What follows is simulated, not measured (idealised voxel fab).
The document below concerns the process module designated voxel spacer lines.
Xsec cut, 175 nm wide, square cell size 5 nm.
When this document writes out a cross-section, it uses a grid of square cells and lists it as bands, beginning at the top and moving down, with a band standing for one or more rows of cells.
Top, bottom (nm), then materials left to right with widths (nm); lone material tagged "edge to edge" fills the whole band edge to edge; "empty" = empty space.
Height is counted from the level 0, under which the received wafer is composed throughout of one material. The lowest of the bands is not closed at the bottom but continues downward, in the notation "from 0 down".
Width "30..40": first value at the band's top row of cells, second value at its bottom row, equal change from row to row.
What does "all unchanged" mean for a step? It means no cell of the cross-section changed in that step.
"Enclosed cavities" specifies each empty space that is not open to the top and that occupies no fewer than 8 cells, using the form width x height at distance, the distance measured from the left edge and all three quantities in nm.
Read whatever lies past the settings on a step's line as the simulator's own remark about the step.
Steps that use a mask can have "overlay nm" on their line. It says how far the mask sat to the right of where it was meant to be. Negative means to the left.

Here's what the planned process steps look like
step 1: RECEIVE with material Si
step 2: CONFORMAL_DEP with material Al2O3, thk nm 10
step 3: DIRECTIONAL_DEP with material TiN, thk nm 10
step 4: DIRECTIONAL_DEP with material aC, thk nm 30
step 5: PATTERN with tone cover, mask id MANDREL, material resist, width nm 20, pitch nm 60, thk nm 40, overlay nm 0
step 6: DIRECTIONAL_ETCH with etch materials aC, depth nm 30
step 7: STRIP with etch materials resist
step 8: CONFORMAL_DEP with material SiN, thk nm 10
step 9: DIRECTIONAL_ETCH with etch materials SiN, depth nm 10
step 10: STRIP with etch materials aC
step 11: DIRECTIONAL_ETCH with etch materials TiN, depth nm 10
step 12: STRIP with etch materials SiN

Cross-section of the wafer at receipt, which is the condition after step 1
    from 0 down  Si edge to edge
    Enclosed cavities: none

Module complete - cross-section of the first of two wafers, run according to plan
    from 20 to 10  empty 35 nm | TiN 10 nm | empty 20 nm | TiN 10 nm | empty 20 nm | TiN 10 nm | empty 20 nm | TiN 10 nm | empty 40 nm
    from 10 to 0  Al2O3 edge to edge
    from 0 down  Si edge to edge
    Enclosed cavities: none

End-of-module cross-section of the second wafer: identical starting point and process plan to the first, with one processing mistake
    from 20 to 10  empty 45 nm | TiN 20 nm | empty 40 nm | TiN 20 nm | empty 50 nm
    from 10 to 0  Al2O3 edge to edge
    from 0 down  Si edge to edge
    Enclosed cavities: none
What went wrong in running the wafer? step 5 off recipe, ran as PATTERN with tone open, mask id MANDREL, material resist, width nm 20, pitch nm 60, thk nm 40, overlay nm 0
At the close, every material occupies the same number of cells on the second wafer as on the first, only in different positions.
